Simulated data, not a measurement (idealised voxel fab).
process module | voxel trench capacitor
cross-section cut | 190 nm wide | cells 5 nm
A cross-section is a grid of square cells, given in bands from the top down. A band is one or more rows of cells.
Each band's line starts with the height of the band's top and of its bottom, in nm. Then come its materials from left to right, each with its width in nm. One material with "throughout" fills the band from edge to edge. "air" is empty space.
Height 0 is the level under which the wafer as received is all one material. The lowest band goes on downwards, as in "0 down".
A width such as "30 to 40" changes by the same amount from each row of cells to the next, from the band's top row to its bottom row.
"no change" after a step means that no cell of the cross-section changed.
closed voids: empty space of 8 cells or more with no open way to the top, each as width x height at its distance from the left edge, in nm
after a step's settings: what the simulator itself notes on the step
overlay nm, on a step with a mask: how far to the right of its planned place the mask lay; to the left if negative
plan
1 op RECEIVE | material Si
2 op CONFORMAL_DEP | material SiN | thk nm 5
3 op DIRECTIONAL_DEP | material aC | thk nm 10
4 op PATTERN | tone open | mask id TRENCH | material resist | width nm 30 | pitch nm 55 | thk nm 25 | overlay nm 0
5 op DIRECTIONAL_ETCH | etch materials aC | depth nm 10
6 op STRIP | etch materials resist
7 op DIRECTIONAL_ETCH | etch materials SiN | depth nm 5
8 op DIRECTIONAL_ETCH | etch materials Si | depth nm 30
9 op STRIP | etch materials aC
10 op CONFORMAL_DEP | material HfO2 | thk nm 5
11 op CONFORMAL_DEP | material TiN | thk nm 5
12 op FILL_DEP | material W | thk nm 10
13 op CMP | height nm 5
first wafer, as planned
as received, after step 1
  0 down: Si throughout
  closed voids: none
after step 2
  5 to 0: SiN throughout
  below 0: unchanged
after step 3
  15 to 5: aC throughout
  below 5: unchanged
after step 4
  40 to 15: resist 25 | air 30 | resist 25 | air 30 | resist 25 | air 30 | resist 25
  below 15: unchanged
after step 5
  30 to 15: resist 25 | air 30 | resist 25 | air 30 | resist 25 | air 30 | resist 25
  15 to 5: aC 25 | air 30 | aC 25 | air 30 | aC 25 | air 30 | aC 25
  below 5: unchanged
after step 6
  15 to 5: aC 25 | air 30 | aC 25 | air 30 | aC 25 | air 30 | aC 25
  below 5: unchanged
after step 7
  15 to 5: aC 25 | air 30 | aC 25 | air 30 | aC 25 | air 30 | aC 25
  5 to 0: SiN 25 | air 30 | SiN 25 | air 30 | SiN 25 | air 30 | SiN 25
  below 0: unchanged
after step 8
  15 to 5: aC 25 | air 30 | aC 25 | air 30 | aC 25 | air 30 | aC 25
  5 to 0: SiN 25 | air 30 | SiN 25 | air 30 | SiN 25 | air 30 | SiN 25
  0 to -30: Si 25 | air 30 | Si 25 | air 30 | Si 25 | air 30 | Si 25
  below -30: unchanged
after step 9
  5 to 0: SiN 25 | air 30 | SiN 25 | air 30 | SiN 25 | air 30 | SiN 25
  below 0: unchanged
after step 10
  10 to 5: HfO2 30 | air 20 | HfO2 35 | air 20 | HfO2 35 | air 20 | HfO2 30
  5 to 0: SiN 25 | HfO2 5 | air 20 | HfO2 5 | SiN 25 | HfO2 5 | air 20 | HfO2 5 | SiN 25 | HfO2 5 | air 20 | HfO2 5 | SiN 25
  0 to -25: Si 25 | HfO2 5 | air 20 | HfO2 5 | Si 25 | HfO2 5 | air 20 | HfO2 5 | Si 25 | HfO2 5 | air 20 | HfO2 5 | Si 25
  -25 to -30: Si 25 | HfO2 30 | Si 25 | HfO2 30 | Si 25 | HfO2 30 | Si 25
  below -30: unchanged
after step 11
  15 to 10: TiN 35 | air 10 | TiN 45 | air 10 | TiN 45 | air 10 | TiN 35
  10 to 5: HfO2 30 | TiN 5 | air 10 | TiN 5 | HfO2 35 | TiN 5 | air 10 | TiN 5 | HfO2 35 | TiN 5 | air 10 | TiN 5 | HfO2 30
  5 to 0: SiN 25 | HfO2 5 | TiN 5 | air 10 | TiN 5 | HfO2 5 | SiN 25 | HfO2 5 | TiN 5 | air 10 | TiN 5 | HfO2 5 | SiN 25 | HfO2 5 | TiN 5 | air 10 | TiN 5 | HfO2 5 | SiN 25
  0 to -20: Si 25 | HfO2 5 | TiN 5 | air 10 | TiN 5 | HfO2 5 | Si 25 | HfO2 5 | TiN 5 | air 10 | TiN 5 | HfO2 5 | Si 25 | HfO2 5 | TiN 5 | air 10 | TiN 5 | HfO2 5 | Si 25
  -20 to -25: Si 25 | HfO2 5 | TiN 20 | HfO2 5 | Si 25 | HfO2 5 | TiN 20 | HfO2 5 | Si 25 | HfO2 5 | TiN 20 | HfO2 5 | Si 25
  below -25: unchanged
after step 12
  25 to 15: W throughout
  15 to 10: TiN 35 | W 10 | TiN 45 | W 10 | TiN 45 | W 10 | TiN 35
  10 to 5: HfO2 30 | TiN 5 | W 10 | TiN 5 | HfO2 35 | TiN 5 | W 10 | TiN 5 | HfO2 35 | TiN 5 | W 10 | TiN 5 | HfO2 30
  5 to 0: SiN 25 | HfO2 5 | TiN 5 | W 10 | TiN 5 | HfO2 5 | SiN 25 | HfO2 5 | TiN 5 | W 10 | TiN 5 | HfO2 5 | SiN 25 | HfO2 5 | TiN 5 | W 10 | TiN 5 | HfO2 5 | SiN 25
  0 to -20: Si 25 | HfO2 5 | TiN 5 | W 10 | TiN 5 | HfO2 5 | Si 25 | HfO2 5 | TiN 5 | W 10 | TiN 5 | HfO2 5 | Si 25 | HfO2 5 | TiN 5 | W 10 | TiN 5 | HfO2 5 | Si 25
  below -20: unchanged
after step 13
  5 to 0: SiN 25 | HfO2 5 | TiN 5 | W 10 | TiN 5 | HfO2 5 | SiN 25 | HfO2 5 | TiN 5 | W 10 | TiN 5 | HfO2 5 | SiN 25 | HfO2 5 | TiN 5 | W 10 | TiN 5 | HfO2 5 | SiN 25
  below 0: unchanged
second wafer: like start, like plan, one mistake. Through step 9 it matches the first wafer
when step 10 should have ended: no change
when step 11 should have ended
  10 to 5: TiN 30 | air 20 | TiN 35 | air 20 | TiN 35 | air 20 | TiN 30
  5 to 0: SiN 25 | TiN 5 | air 20 | TiN 5 | SiN 25 | TiN 5 | air 20 | TiN 5 | SiN 25 | TiN 5 | air 20 | TiN 5 | SiN 25
  0 to -25: Si 25 | TiN 5 | air 20 | TiN 5 | Si 25 | TiN 5 | air 20 | TiN 5 | Si 25 | TiN 5 | air 20 | TiN 5 | Si 25
  -25 to -30: Si 25 | TiN 30 | Si 25 | TiN 30 | Si 25 | TiN 30 | Si 25
  below -30: unchanged
when step 12 should have ended
  20 to 10: W throughout
  10 to 5: TiN 30 | W 20 | TiN 35 | W 20 | TiN 35 | W 20 | TiN 30
  5 to 0: SiN 25 | TiN 5 | W 20 | TiN 5 | SiN 25 | TiN 5 | W 20 | TiN 5 | SiN 25 | TiN 5 | W 20 | TiN 5 | SiN 25
  0 to -25: Si 25 | TiN 5 | W 20 | TiN 5 | Si 25 | TiN 5 | W 20 | TiN 5 | Si 25 | TiN 5 | W 20 | TiN 5 | Si 25
  below -25: unchanged
when step 13 should have ended
  5 to 0: SiN 25 | TiN 5 | W 20 | TiN 5 | SiN 25 | TiN 5 | W 20 | TiN 5 | SiN 25 | TiN 5 | W 20 | TiN 5 | SiN 25
  below 0: unchanged
what went wrong: step 10 was left out
at the end the second wafer has, in cells: 54 fewer of HfO2 | 12 more of TiN | 42 more of W
